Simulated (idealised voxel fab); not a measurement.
Proc. module: voxel transistor to metal
It is cross-section cut that appears here, measuring 200 nm in width, its square cells being 5 nm in size.
Cross-section, as written here: a square-cell grid given band by band from the top down, where a band holds one or more rows of cells. First you get the band's top height and its bottom height, in nm, and then the materials it's made of, left to right, with each width in nm. If you see a single material with "all across", that one covers the band edge to edge. "air" is empty space. Below 0: as-received wafer, all one material; heights counted from there. Lowest band: no bottom, goes on down, written "0 down". A two-number width, for instance "30->40", indicates that the width is equal to the first number in the top row of the band and to the second number in the bottom row, and that it changes by a constant amount per row of cells. "all unchanged", as given for a step, is the statement that not any cell of the cross-section underwent a change during that step. Each empty space that has no open way to the top and spans at least 8 cells appears under "Enclosed empty spaces" as width x height at distance, the distance counted from the left edge, all in nm. Read whatever lies past the settings on a step's line as the simulator's own remark about the step. The optional step-line setting "overlay nm" applies to steps with a mask and quantifies how far to the right of its planned location the mask lay, a negative value indicating leftward placement.
plan
1. op RECEIVE | material Si
2. op CONFORMAL_DEP | material SiO2 | thk nm 5
3. op CONFORMAL_DEP | material SiN | thk nm 15
4. op DIRECTIONAL_DEP | material aC | thk nm 10
5. op PATTERN | tone cover | mask id ACTIVE | material resist | width nm 110 | thk nm 30 | overlay nm 0
6. op DIRECTIONAL_ETCH | etch materials aC | depth nm 10
7. op STRIP | etch materials resist
8. op DIRECTIONAL_ETCH | etch materials SiN | depth nm 15
9. op DIRECTIONAL_ETCH | etch materials SiO2 | depth nm 5
10. op DIRECTIONAL_ETCH | etch materials Si | depth nm 30
11. op STRIP | etch materials aC
12. op OXIDIZE | depth nm 5
13. op FILL_DEP | material SiO2 | thk nm 15
14. op CMP | height nm 20
15. op SELECTIVE_ETCH | etch materials SiO2 | depth nm 10
16. op STRIP | etch materials SiN
17. op SELECTIVE_ETCH | etch materials SiO2 | depth nm 5
18. op OXIDIZE | depth nm 5
19. op DIRECTIONAL_DEP | material polySi | thk nm 25
20. op DIRECTIONAL_DEP | material SiCN | thk nm 10
21. op MASKED_ETCH | tone cover | mask id GATE | width nm 20 | etch materials SiCN | depth nm 20 | overlay nm 0
22. op MASKED_ETCH | tone cover | mask id GATE | width nm 20 | etch materials polySi | depth nm 35 | overlay nm 0
23. op CONFORMAL_DEP | material SiO2 | thk nm 5
24. op DIRECTIONAL_ETCH | etch materials SiO2 | depth nm 5
25. op CONFORMAL_DEP | material SiN | thk nm 5
26. op DIRECTIONAL_ETCH | etch materials SiN | depth nm 5
27. op DIRECTIONAL_ETCH | etch materials SiO2 | depth nm 5
28. op DIRECTIONAL_ETCH | etch materials Si | depth nm 15
29. op EPI | material nSi | thk nm 15
30. op FILL_DEP | material SiO2 | thk nm 10
31. op CMP | height nm 35
32. op DIRECTIONAL_DEP | material SiO2 | thk nm 10
33. op DIRECTIONAL_DEP | material aC | thk nm 15
34. op PATTERN | tone open | mask id CONTACT | material resist | width nm 15 | pitch nm 75 | thk nm 35 | overlay nm 0
35. op DIRECTIONAL_ETCH | etch materials aC | depth nm 15
36. op STRIP | etch materials resist
37. op DIRECTIONAL_ETCH | etch materials SiO2 | depth nm 50
38. op STRIP | etch materials aC
39. op CONFORMAL_DEP | material TiN | thk nm 5
40. op FILL_DEP | material Ru | thk nm 10
41. op CMP | height nm 45
42. op DIRECTIONAL_DEP | material TiN | thk nm 5
43. op DIRECTIONAL_DEP | material Ru | thk nm 15
44. op DIRECTIONAL_DEP | material aC | thk nm 10
45. op PATTERN | tone cover | mask id METAL_1 | material resist | width nm 15 | pitch nm 75 | thk nm 30 | overlay nm 0
46. op DIRECTIONAL_ETCH | etch materials aC | depth nm 10
47. op STRIP | etch materials resist
48. op DIRECTIONAL_ETCH | etch materials Ru | depth nm 15
49. op DIRECTIONAL_ETCH | etch materials TiN | depth nm 5
50. op STRIP | etch materials aC
51. op FILL_DEP | material SiO2 | thk nm 10
52. op CMP | height nm 65
53. op CONFORMAL_DEP | material SiCN | thk nm 5
54. op DIRECTIONAL_DEP | material SiO2 | thk nm 30
55. op DIRECTIONAL_DEP | material aC | thk nm 15
56. op PATTERN | tone open | mask id METAL_2 | material resist | width nm 15 | pitch nm 75 | thk nm 30 | overlay nm 0
57. op DIRECTIONAL_ETCH | etch materials aC | depth nm 15
58. op STRIP | etch materials resist
59. op DIRECTIONAL_ETCH | etch materials SiO2 | depth nm 20
60. op STRIP | etch materials aC
61. op PATTERN | tone open | mask id METAL_2_HOLES | material resist | width nm 15 | pitch nm 75 | thk nm 20 | overlay nm 0
62. op DIRECTIONAL_ETCH | etch materials SiO2 | depth nm 10
63. op DIRECTIONAL_ETCH | etch materials SiCN | depth nm 5
64. op STRIP | etch materials resist
65. op CONFORMAL_DEP | material TiN | thk nm 5
66. op FILL_DEP | material Cu | thk nm 5
67. op CMP | height nm 100
68. op CONFORMAL_DEP | material SiN | thk nm 5
First out of two wafers; run went to plan
Delivered wafer in cross-section: state after step 1
- 0 down: Si all across
- Enclosed empty spaces: none
Cross-section through the wafer, step 2 finished
- 5 to 0: SiO2 all across
- Below 0 it's all the same as before, nothing changed down there.
Cross-section through the wafer, step 3 finished
- 20 to 5: SiN all across
- Below 5 it's all the same as before, nothing changed down there.
Cross-section through the wafer, step 4 finished
- 30 to 20: aC all across
- Below 20 it's all the same as before, nothing changed down there.
Cross-section through the wafer, step 5 finished
- 60 to 30: air (45)  resist (110)  air (45)
- Below 30 it's all the same as before, nothing changed down there.
Cross-section through the wafer, step 6 finished
- 50 to 30: air (45)  resist (110)  air (45)
- 30 to 20: air (45)  aC (110)  air (45)
- Below 20 it's all the same as before, nothing changed down there.
Cross-section through the wafer, step 7 finished
- 30 to 20: air (45)  aC (110)  air (45)
- Below 20 it's all the same as before, nothing changed down there.
Cross-section through the wafer, step 8 finished
- 30 to 20: air (45)  aC (110)  air (45)
- 20 to 5: air (45)  SiN (110)  air (45)
- Below 5 it's all the same as before, nothing changed down there.
Cross-section through the wafer, step 9 finished
- 30 to 20: air (45)  aC (110)  air (45)
- 20 to 5: air (45)  SiN (110)  air (45)
- 5 to 0: air (45)  SiO2 (110)  air (45)
- Below 0 it's all the same as before, nothing changed down there.
Cross-section through the wafer, step 10 finished
- 30 to 20: air (45)  aC (110)  air (45)
- 20 to 5: air (45)  SiN (110)  air (45)
- 5 to 0: air (45)  SiO2 (110)  air (45)
- 0 to -30: air (45)  Si (110)  air (45)
- Below -30 it's all the same as before, nothing changed down there.
Cross-section through the wafer, step 11 finished
- 20 to 5: air (45)  SiN (110)  air (45)
- Below 5 it's all the same as before, nothing changed down there.
Cross-section through the wafer, step 12 finished
- 20 to 5: air (45)  SiN (110)  air (45)
- 5 to 0: air (45)  SiO2 (110)  air (45)
- 0 to -30: air (45)  SiO2 (5)  Si (100)  SiO2 (5)  air (45)
- -30 to -35: SiO2 (50)  Si (100)  SiO2 (50)
- Below -35 it's all the same as before, nothing changed down there.
Cross-section through the wafer, step 13 finished
- 35 to 20: SiO2 all across
- 20 to 5: SiO2 (45)  SiN (110)  SiO2 (45)
- 5 to 0: SiO2 all across
- 0 to -35: SiO2 (50)  Si (100)  SiO2 (50)
- Below -35 it's all the same as before, nothing changed down there.
Cross-section through the wafer, step 14 finished
- 20 to 5: SiO2 (45)  SiN (110)  SiO2 (45)
- Below 5 it's all the same as before, nothing changed down there.
Cross-section through the wafer, step 15 finished
- 20 to 10: air (45)  SiN (110)  air (45)
- Below 10 it's all the same as before, nothing changed down there.
Cross-section through the wafer, step 16 finished
- 10 to 5: SiO2 (45)  air (110)  SiO2 (45)
- Below 5 it's all the same as before, nothing changed down there.
Cross-section through the wafer, step 17 finished
- 5 to 0: SiO2 (40)  air (120)  SiO2 (40)
- Below 0 it's all the same as before, nothing changed down there.
Cross-section through the wafer, step 18 finished
- 5 to 0: SiO2 (40)  air (120)  SiO2 (40)
- 0 to -5: SiO2 all across
- Below -5 it's all the same as before, nothing changed down there.
Cross-section through the wafer, step 19 finished
- 30 to 25: polySi (40)  air (120)  polySi (40)
- 25 to 5: polySi all across
- 5 to 0: SiO2 (40)  polySi (120)  SiO2 (40)
- Below 0 it's all the same as before, nothing changed down there.
Cross-section through the wafer, step 20 finished
- 40 to 35: SiCN (40)  air (120)  SiCN (40)
- 35 to 30: SiCN all across
- 30 to 25: polySi (40)  SiCN (120)  polySi (40)
- Below 25 it's all the same as before, nothing changed down there.
Cross-section through the wafer, step 21 finished
- 35 to 30: air (90)  SiCN (20)  air (90)
- 30 to 25: polySi (40)  air (50)  SiCN (20)  air (50)  polySi (40)
- Below 25 it's all the same as before, nothing changed down there.
Cross-section through the wafer, step 22 finished
- 35 to 25: air (90)  SiCN (20)  air (90)
- 25 to 5: air (90)  polySi (20)  air (90)
- 5 to 0: SiO2 (40)  air (50)  polySi (20)  air (50)  SiO2 (40)
- Below 0 it's all the same as before, nothing changed down there.
Cross-section through the wafer, step 23 finished
- 40 to 35: air (85)  SiO2 (30)  air (85)
- 35 to 25: air (85)  SiO2 (5)  SiCN (20)  SiO2 (5)  air (85)
- 25 to 10: air (85)  SiO2 (5)  polySi (20)  SiO2 (5)  air (85)
- 10 to 5: SiO2 (45)  air (40)  SiO2 (5)  polySi (20)  SiO2 (5)  air (40)  SiO2 (45)
- 5 to 0: SiO2 (90)  polySi (20)  SiO2 (90)
- Below 0 it's all the same as before, nothing changed down there.
Cross-section through the wafer, step 24 finished
- 35 to 25: air (85)  SiO2 (5)  SiCN (20)  SiO2 (5)  air (85)
- 25 to 5: air (85)  SiO2 (5)  polySi (20)  SiO2 (5)  air (85)
- 5 to 0: SiO2 (45)  air (40)  SiO2 (5)  polySi (20)  SiO2 (5)  air (40)  SiO2 (45)
- Below 0 it's all the same as before, nothing changed down there.
Cross-section through the wafer, step 25 finished
- 40 to 35: air (80)  SiN (40)  air (80)
- 35 to 25: air (80)  SiN (5)  SiO2 (5)  SiCN (20)  SiO2 (5)  SiN (5)  air (80)
- 25 to 10: air (80)  SiN (5)  SiO2 (5)  polySi (20)  SiO2 (5)  SiN (5)  air (80)
- 10 to 5: SiN (50)  air (30)  SiN (5)  SiO2 (5)  polySi (20)  SiO2 (5)  SiN (5)  air (30)  SiN (50)
- 5 to 0: SiO2 (45)  SiN (40)  SiO2 (5)  polySi (20)  SiO2 (5)  SiN (40)  SiO2 (45)
- Below 0 it's all the same as before, nothing changed down there.
Cross-section through the wafer, step 26 finished
- 35 to 25: air (80)  SiN (5)  SiO2 (5)  SiCN (20)  SiO2 (5)  SiN (5)  air (80)
- 25 to 5: air (80)  SiN (5)  SiO2 (5)  polySi (20)  SiO2 (5)  SiN (5)  air (80)
- 5 to 0: SiO2 (45)  SiN (5)  air (30)  SiN (5)  SiO2 (5)  polySi (20)  SiO2 (5)  SiN (5)  air (30)  SiN (5)  SiO2 (45)
- Below 0 it's all the same as before, nothing changed down there.
Cross-section through the wafer, step 27 finished
- 35 to 30: air (80)  SiN (5)  air (5)  SiCN (20)  air (5)  SiN (5)  air (80)
- 30 to 25: air (80)  SiN (5)  SiO2 (5)  SiCN (20)  SiO2 (5)  SiN (5)  air (80)
- 25 to 5: air (80)  SiN (5)  SiO2 (5)  polySi (20)  SiO2 (5)  SiN (5)  air (80)
- 5 to 0: air (45)  SiN (5)  air (30)  SiN (5)  SiO2 (5)  polySi (20)  SiO2 (5)  SiN (5)  air (30)  SiN (5)  air (45)
- 0 to -5: SiO2 (50)  air (30)  SiO2 (40)  air (30)  SiO2 (50)
- Below -5 it's all the same as before, nothing changed down there.
Cross-section through the wafer, step 28 finished
- 35 to 30: air (80)  SiN (5)  air (5)  SiCN (20)  air (5)  SiN (5)  air (80)
- 30 to 25: air (80)  SiN (5)  SiO2 (5)  SiCN (20)  SiO2 (5)  SiN (5)  air (80)
- 25 to 5: air (80)  SiN (5)  SiO2 (5)  polySi (20)  SiO2 (5)  SiN (5)  air (80)
- 5 to 0: air (45)  SiN (5)  air (30)  SiN (5)  SiO2 (5)  polySi (20)  SiO2 (5)  SiN (5)  air (30)  SiN (5)  air (45)
- 0 to -5: SiO2 (50)  air (30)  SiO2 (40)  air (30)  SiO2 (50)
- -5 to -20: SiO2 (50)  air (30)  Si (40)  air (30)  SiO2 (50)
- Below -20 it's all the same as before, nothing changed down there.
Cross-section through the wafer, step 29 finished
- 35 to 30: air (80)  SiN (5)  air (5)  SiCN (20)  air (5)  SiN (5)  air (80)
- 30 to 25: air (80)  SiN (5)  SiO2 (5)  SiCN (20)  SiO2 (5)  SiN (5)  air (80)
- 25 to 10: air (80)  SiN (5)  SiO2 (5)  polySi (20)  SiO2 (5)  SiN (5)  air (80)
- 10 to 5: air (65)  nSi (15)  SiN (5)  SiO2 (5)  polySi (20)  SiO2 (5)  SiN (5)  nSi (15)  air (65)
- 5 to 0: air (45)  SiN (5)  air (15)  nSi (15)  SiN (5)  SiO2 (5)  polySi (20)  SiO2 (5)  SiN (5)  nSi (15)  air (15)  SiN (5)  air (45)
- 0 to -5: SiO2 (50)  air (15)  nSi (15)  SiO2 (40)  nSi (15)  air (15)  SiO2 (50)
- -5 to -20: SiO2 (50)  nSi (30)  Si (40)  nSi (30)  SiO2 (50)
- Below -20 it's all the same as before, nothing changed down there.
Cross-section through the wafer, step 30 finished
- 45 to 35: SiO2 all across
- 35 to 25: SiO2 (80)  SiN (5)  SiO2 (5)  SiCN (20)  SiO2 (5)  SiN (5)  SiO2 (80)
- 25 to 10: SiO2 (80)  SiN (5)  SiO2 (5)  polySi (20)  SiO2 (5)  SiN (5)  SiO2 (80)
- 10 to 5: SiO2 (65)  nSi (15)  SiN (5)  SiO2 (5)  polySi (20)  SiO2 (5)  SiN (5)  nSi (15)  SiO2 (65)
- 5 to 0: SiO2 (45)  SiN (5)  SiO2 (15)  nSi (15)  SiN (5)  SiO2 (5)  polySi (20)  SiO2 (5)  SiN (5)  nSi (15)  SiO2 (15)  SiN (5)  SiO2 (45)
- 0 to -5: SiO2 (65)  nSi (15)  SiO2 (40)  nSi (15)  SiO2 (65)
- Below -5 it's all the same as before, nothing changed down there.
Cross-section through the wafer, step 31 finished
- 35 to 25: SiO2 (80)  SiN (5)  SiO2 (5)  SiCN (20)  SiO2 (5)  SiN (5)  SiO2 (80)
- Below 25 it's all the same as before, nothing changed down there.
Cross-section through the wafer, step 32 finished
- 45 to 35: SiO2 all across
- Below 35 it's all the same as before, nothing changed down there.
Cross-section through the wafer, step 33 finished
- 60 to 45: aC all across
- Below 45 it's all the same as before, nothing changed down there.
Cross-section through the wafer, step 34 finished
- 95 to 60: resist (55)  air (15)  resist (60)  air (15)  resist (55)
- Below 60 it's all the same as before, nothing changed down there.
Cross-section through the wafer, step 35 finished
- 80 to 60: resist (55)  air (15)  resist (60)  air (15)  resist (55)
- 60 to 45: aC (55)  air (15)  aC (60)  air (15)  aC (55)
- Below 45 it's all the same as before, nothing changed down there.
Cross-section through the wafer, step 36 finished
- 60 to 45: aC (55)  air (15)  aC (60)  air (15)  aC (55)
- Below 45 it's all the same as before, nothing changed down there.
Cross-section through the wafer, step 37 finished
- 60 to 45: aC (55)  air (15)  aC (60)  air (15)  aC (55)
- 45 to 35: SiO2 (55)  air (15)  SiO2 (60)  air (15)  SiO2 (55)
- 35 to 25: SiO2 (55)  air (15)  SiO2 (10)  SiN (5)  SiO2 (5)  SiCN (20)  SiO2 (5)  SiN (5)  SiO2 (10)  air (15)  SiO2 (55)
- 25 to 10: SiO2 (55)  air (15)  SiO2 (10)  SiN (5)  SiO2 (5)  polySi (20)  SiO2 (5)  SiN (5)  SiO2 (10)  air (15)  SiO2 (55)
- 10 to 5: SiO2 (55)  air (10)  nSi (15)  SiN (5)  SiO2 (5)  polySi (20)  SiO2 (5)  SiN (5)  nSi (15)  air (10)  SiO2 (55)
- 5 to 0: SiO2 (45)  SiN (5)  SiO2 (5)  air (10)  nSi (15)  SiN (5)  SiO2 (5)  polySi (20)  SiO2 (5)  SiN (5)  nSi (15)  air (10)  SiO2 (5)  SiN (5)  SiO2 (45)
- 0 to -5: SiO2 (55)  air (10)  nSi (15)  SiO2 (40)  nSi (15)  air (10)  SiO2 (55)
- Below -5 it's all the same as before, nothing changed down there.
Cross-section through the wafer, step 38 finished
- 45 to 35: SiO2 (55)  air (15)  SiO2 (60)  air (15)  SiO2 (55)
- Below 35 it's all the same as before, nothing changed down there.
Cross-section through the wafer, step 39 finished
- 50 to 45: TiN (60)  air (5)  TiN (70)  air (5)  TiN (60)
- 45 to 35: SiO2 (55)  TiN (5)  air (5)  TiN (5)  SiO2 (60)  TiN (5)  air (5)  TiN (5)  SiO2 (55)
- 35 to 25: SiO2 (55)  TiN (5)  air (5)  TiN (5)  SiO2 (10)  SiN (5)  SiO2 (5)  SiCN (20)  SiO2 (5)  SiN (5)  SiO2 (10)  TiN (5)  air (5)  TiN (5)  SiO2 (55)
- 25 to 15: SiO2 (55)  TiN (5)  air (5)  TiN (5)  SiO2 (10)  SiN (5)  SiO2 (5)  polySi (20)  SiO2 (5)  SiN (5)  SiO2 (10)  TiN (5)  air (5)  TiN (5)  SiO2 (55)
- 15 to 10: SiO2 (55)  TiN (15)  SiO2 (10)  SiN (5)  SiO2 (5)  polySi (20)  SiO2 (5)  SiN (5)  SiO2 (10)  TiN (15)  SiO2 (55)
- 10 to 5: SiO2 (55)  TiN (10)  nSi (15)  SiN (5)  SiO2 (5)  polySi (20)  SiO2 (5)  SiN (5)  nSi (15)  TiN (10)  SiO2 (55)
- 5 to 0: SiO2 (45)  SiN (5)  SiO2 (5)  TiN (10)  nSi (15)  SiN (5)  SiO2 (5)  polySi (20)  SiO2 (5)  SiN (5)  nSi (15)  TiN (10)  SiO2 (5)  SiN (5)  SiO2 (45)
- 0 to -5: SiO2 (55)  TiN (10)  nSi (15)  SiO2 (40)  nSi (15)  TiN (10)  SiO2 (55)
- Below -5 it's all the same as before, nothing changed down there.
Cross-section through the wafer, step 40 finished
- 60 to 50: Ru all across
- 50 to 45: TiN (60)  Ru (5)  TiN (70)  Ru (5)  TiN (60)
- 45 to 35: SiO2 (55)  TiN (5)  Ru (5)  TiN (5)  SiO2 (60)  TiN (5)  Ru (5)  TiN (5)  SiO2 (55)
- 35 to 25: SiO2 (55)  TiN (5)  Ru (5)  TiN (5)  SiO2 (10)  SiN (5)  SiO2 (5)  SiCN (20)  SiO2 (5)  SiN (5)  SiO2 (10)  TiN (5)  Ru (5)  TiN (5)  SiO2 (55)
- 25 to 15: SiO2 (55)  TiN (5)  Ru (5)  TiN (5)  SiO2 (10)  SiN (5)  SiO2 (5)  polySi (20)  SiO2 (5)  SiN (5)  SiO2 (10)  TiN (5)  Ru (5)  TiN (5)  SiO2 (55)
- Below 15 it's all the same as before, nothing changed down there.
Cross-section through the wafer, step 41 finished
- 45 to 35: SiO2 (55)  TiN (5)  Ru (5)  TiN (5)  SiO2 (60)  TiN (5)  Ru (5)  TiN (5)  SiO2 (55)
- Below 35 it's all the same as before, nothing changed down there.
Cross-section through the wafer, step 42 finished
- 50 to 45: TiN all across
- Below 45 it's all the same as before, nothing changed down there.
Cross-section through the wafer, step 43 finished
- 65 to 50: Ru all across
- Below 50 it's all the same as before, nothing changed down there.
Cross-section through the wafer, step 44 finished
- 75 to 65: aC all across
- Below 65 it's all the same as before, nothing changed down there.
Cross-section through the wafer, step 45 finished
- 105 to 75: air (55)  resist (15)  air (60)  resist (15)  air (55)
- Below 75 it's all the same as before, nothing changed down there.
Cross-section through the wafer, step 46 finished
- 95 to 75: air (55)  resist (15)  air (60)  resist (15)  air (55)
- 75 to 65: air (55)  aC (15)  air (60)  aC (15)  air (55)
- Below 65 it's all the same as before, nothing changed down there.
Cross-section through the wafer, step 47 finished
- 75 to 65: air (55)  aC (15)  air (60)  aC (15)  air (55)
- Below 65 it's all the same as before, nothing changed down there.
Cross-section through the wafer, step 48 finished
- 75 to 65: air (55)  aC (15)  air (60)  aC (15)  air (55)
- 65 to 50: air (55)  Ru (15)  air (60)  Ru (15)  air (55)
- Below 50 it's all the same as before, nothing changed down there.
Cross-section through the wafer, step 49 finished
- 75 to 65: air (55)  aC (15)  air (60)  aC (15)  air (55)
- 65 to 50: air (55)  Ru (15)  air (60)  Ru (15)  air (55)
- 50 to 45: air (55)  TiN (15)  air (60)  TiN (15)  air (55)
- Below 45 it's all the same as before, nothing changed down there.
Cross-section through the wafer, step 50 finished
- 65 to 50: air (55)  Ru (15)  air (60)  Ru (15)  air (55)
- Below 50 it's all the same as before, nothing changed down there.
Cross-section through the wafer, step 51 finished
- 75 to 65: SiO2 all across
- 65 to 50: SiO2 (55)  Ru (15)  SiO2 (60)  Ru (15)  SiO2 (55)
- 50 to 45: SiO2 (55)  TiN (15)  SiO2 (60)  TiN (15)  SiO2 (55)
- Below 45 it's all the same as before, nothing changed down there.
Cross-section through the wafer, step 52 finished
- 65 to 50: SiO2 (55)  Ru (15)  SiO2 (60)  Ru (15)  SiO2 (55)
- Below 50 it's all the same as before, nothing changed down there.
Cross-section through the wafer, step 53 finished
- 70 to 65: SiCN all across
- Below 65 it's all the same as before, nothing changed down there.
Cross-section through the wafer, step 54 finished
- 100 to 70: SiO2 all across
- Below 70 it's all the same as before, nothing changed down there.
Cross-section through the wafer, step 55 finished
- 115 to 100: aC all across
- Below 100 it's all the same as before, nothing changed down there.
Cross-section through the wafer, step 56 finished
- 145 to 115: resist (55)  air (15)  resist (60)  air (15)  resist (55)
- Below 115 it's all the same as before, nothing changed down there.
Cross-section through the wafer, step 57 finished
- 130 to 115: resist (55)  air (15)  resist (60)  air (15)  resist (55)
- 115 to 100: aC (55)  air (15)  aC (60)  air (15)  aC (55)
- Below 100 it's all the same as before, nothing changed down there.
Cross-section through the wafer, step 58 finished
- 115 to 100: aC (55)  air (15)  aC (60)  air (15)  aC (55)
- Below 100 it's all the same as before, nothing changed down there.
Cross-section through the wafer, step 59 finished
- 115 to 100: aC (55)  air (15)  aC (60)  air (15)  aC (55)
- 100 to 80: SiO2 (55)  air (15)  SiO2 (60)  air (15)  SiO2 (55)
- Below 80 it's all the same as before, nothing changed down there.
Cross-section through the wafer, step 60 finished
- 100 to 80: SiO2 (55)  air (15)  SiO2 (60)  air (15)  SiO2 (55)
- Below 80 it's all the same as before, nothing changed down there.
Cross-section through the wafer, step 61 finished
- 120 to 100: resist (55)  air (15)  resist (60)  air (15)  resist (55)
- Below 100 it's all the same as before, nothing changed down there.
Cross-section through the wafer, step 62 finished
- 120 to 100: resist (55)  air (15)  resist (60)  air (15)  resist (55)
- 100 to 70: SiO2 (55)  air (15)  SiO2 (60)  air (15)  SiO2 (55)
- Below 70 it's all the same as before, nothing changed down there.
Cross-section through the wafer, step 63 finished
- 120 to 100: resist (55)  air (15)  resist (60)  air (15)  resist (55)
- 100 to 70: SiO2 (55)  air (15)  SiO2 (60)  air (15)  SiO2 (55)
- 70 to 65: SiCN (55)  air (15)  SiCN (60)  air (15)  SiCN (55)
- Below 65 it's all the same as before, nothing changed down there.
Cross-section through the wafer, step 64 finished
- 100 to 70: SiO2 (55)  air (15)  SiO2 (60)  air (15)  SiO2 (55)
- Below 70 it's all the same as before, nothing changed down there.
Cross-section through the wafer, step 65 finished
- 105 to 100: TiN (60)  air (5)  TiN (70)  air (5)  TiN (60)
- 100 to 70: SiO2 (55)  TiN (5)  air (5)  TiN (5)  SiO2 (60)  TiN (5)  air (5)  TiN (5)  SiO2 (55)
- 70 to 65: SiCN (55)  TiN (15)  SiCN (60)  TiN (15)  SiCN (55)
- Below 65 it's all the same as before, nothing changed down there.
Cross-section through the wafer, step 66 finished
- 110 to 105: Cu all across
- 105 to 100: TiN (60)  Cu (5)  TiN (70)  Cu (5)  TiN (60)
- 100 to 70: SiO2 (55)  TiN (5)  Cu (5)  TiN (5)  SiO2 (60)  TiN (5)  Cu (5)  TiN (5)  SiO2 (55)
- Below 70 it's all the same as before, nothing changed down there.
Cross-section through the wafer, step 67 finished
- 100 to 70: SiO2 (55)  TiN (5)  Cu (5)  TiN (5)  SiO2 (60)  TiN (5)  Cu (5)  TiN (5)  SiO2 (55)
- Below 70 it's all the same as before, nothing changed down there.
Cross-section through the wafer, step 68 finished
- 105 to 100: SiN all across
- Below 100 it's all the same as before, nothing changed down there.
It is to be noted that the second wafer proceeded from the same initial state and according to the same plan as the first, although one mistake was committed in its execution; through step 60, inclusive, the two wafers share an identical history
Cross-section, second wafer, at the end time the plan gives for step 61
- 120 to 100: resist (55)  air (20)  resist (55)  air (20)  resist (50)
- Below 100 it's all the same as before, nothing changed down there.
Cross-section, second wafer, at the end time the plan gives for step 62
- 120 to 100: resist (55)  air (20)  resist (55)  air (20)  resist (50)
- 100 to 90: SiO2 (55)  air (20)  SiO2 (55)  air (20)  SiO2 (50)
- 90 to 70: SiO2 (55)  air (15)  SiO2 (60)  air (15)  SiO2 (55)
- Below 70 it's all the same as before, nothing changed down there.
Cross-section, second wafer, at the end time the plan gives for step 63
- 120 to 100: resist (55)  air (20)  resist (55)  air (20)  resist (50)
- 100 to 90: SiO2 (55)  air (20)  SiO2 (55)  air (20)  SiO2 (50)
- 90 to 70: SiO2 (55)  air (15)  SiO2 (60)  air (15)  SiO2 (55)
- 70 to 65: SiCN (55)  air (15)  SiCN (60)  air (15)  SiCN (55)
- Below 65 it's all the same as before, nothing changed down there.
Cross-section, second wafer, at the end time the plan gives for step 64
- 100 to 90: SiO2 (55)  air (20)  SiO2 (55)  air (20)  SiO2 (50)
- Below 90 it's all the same as before, nothing changed down there.
Cross-section, second wafer, at the end time the plan gives for step 65
- 105 to 100: TiN (60)  air (10)  TiN (65)  air (10)  TiN (55)
- 100 to 90: SiO2 (55)  TiN (5)  air (10->5)  TiN (5->10)  SiO2 (55)  TiN (5)  air (10->5)  TiN (5->10)  SiO2 (50)
- 90 to 70: SiO2 (55)  TiN (5)  air (5)  TiN (5)  SiO2 (60)  TiN (5)  air (5)  TiN (5)  SiO2 (55)
- 70 to 65: SiCN (55)  TiN (15)  SiCN (60)  TiN (15)  SiCN (55)
- Below 65 it's all the same as before, nothing changed down there.
Cross-section, second wafer, at the end time the plan gives for step 66
- 110 to 105: Cu all across
- 105 to 100: TiN (60)  Cu (10)  TiN (65)  Cu (10)  TiN (55)
- 100 to 90: SiO2 (55)  TiN (5)  Cu (10->5)  TiN (5->10)  SiO2 (55)  TiN (5)  Cu (10->5)  TiN (5->10)  SiO2 (50)
- 90 to 70: SiO2 (55)  TiN (5)  Cu (5)  TiN (5)  SiO2 (60)  TiN (5)  Cu (5)  TiN (5)  SiO2 (55)
- Below 70 it's all the same as before, nothing changed down there.
Cross-section, second wafer, at the end time the plan gives for step 67
- 100 to 90: SiO2 (55)  TiN (5)  Cu (10->5)  TiN (5->10)  SiO2 (55)  TiN (5)  Cu (10->5)  TiN (5->10)  SiO2 (50)
- Below 90 it's all the same as before, nothing changed down there.
Cross-section, second wafer, at the end time the plan gives for step 68
- 105 to 100: SiN all across
- Below 100 it's all the same as before, nothing changed down there.
What broke from the plan during processing? step 61 was processed under conditions differing from the plan, specifically as op PATTERN | tone open | mask id METAL_2_HOLES | material resist | width nm 20 | pitch nm 75 | thk nm 20 | overlay nm 0
Wrapping up, a cell-based count of both wafers puts the second over or under the first for these materials: 2 more of Cu | 4 fewer of SiO2 | 2 more of TiN
